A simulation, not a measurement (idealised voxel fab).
process module | voxel ribs on slabs
cross-section cut | 195 nm wide | cells 5 nm
A cross-section is a grid of square cells, given in bands from the top down. A band is one or more rows of cells.
Each band's line starts with the height of the band's top and of its bottom, in nm. Then come its materials from left to right, each with its width in nm. One material with "throughout" fills the band from edge to edge. "air" is empty space.
Height 0 is the level under which the wafer as received is all one material. The lowest band goes on downwards, as in "0 down".
A width such as "30 to 40" changes by the same amount from each row of cells to the next, from the band's top row to its bottom row.
"no change" after a step means that no cell of the cross-section changed.
closed voids: empty space of 8 cells or more with no open way to the top, each as width x height at its distance from the left edge, in nm
after a step's settings: what the simulator itself notes on the step
overlay nm, on a step with a mask: how far to the right of its planned place the mask lay; to the left if negative
plan
1 op RECEIVE | material Si
2 op DIRECTIONAL_DEP | material SiO2 | thk nm 10
3 op DIRECTIONAL_DEP | material SiN | thk nm 20
4 op PATTERN | tone cover | mask id RIB | material resist | width nm 30 | thk nm 20 | overlay nm 0
5 op DIRECTIONAL_ETCH | etch materials SiN | depth nm 10
6 op STRIP | etch materials resist
7 op PATTERN | tone cover | mask id SLAB | material resist | width nm 60 | thk nm 15 | overlay nm 0
8 op DIRECTIONAL_ETCH | etch materials SiN | depth nm 10
9 op STRIP | etch materials resist
10 op FILL_DEP | material SiO2 | thk nm 25
11 op CMP | height nm 55
12 op DIRECTIONAL_DEP | material W | thk nm 5
13 op PATTERN | tone cover | mask id HEATER | material resist | width nm 40 | thk nm 20 | overlay nm 0
14 op DIRECTIONAL_ETCH | etch materials W | depth nm 5
15 op STRIP | etch materials resist
16 op CONFORMAL_DEP | material SiN | thk nm 5
varied across the wafers: thk nm of step 2. The plan shows the first wafer's value. All wafers start alike
first wafer as received, after step 1
  0 down: Si throughout
  closed voids: none
each wafer at the end: cells of each material gained (+) or lost (-) since it was received, then its closed voids
thk nm 10 | +77 SiN | +393 SiO2 | +8 W | closed voids: none
thk nm 15 | +77 SiN | +393 SiO2 | +8 W | closed voids: none
thk nm 20 | +77 SiN | +393 SiO2 | +8 W | closed voids: none
thk nm 25 | +77 SiN | +393 SiO2 | +8 W | closed voids: none
thk nm 30 | +77 SiN | +393 SiO2 | +8 W | closed voids: none
thk nm 35 | +77 SiN | +393 SiO2 | +8 W | closed voids: none
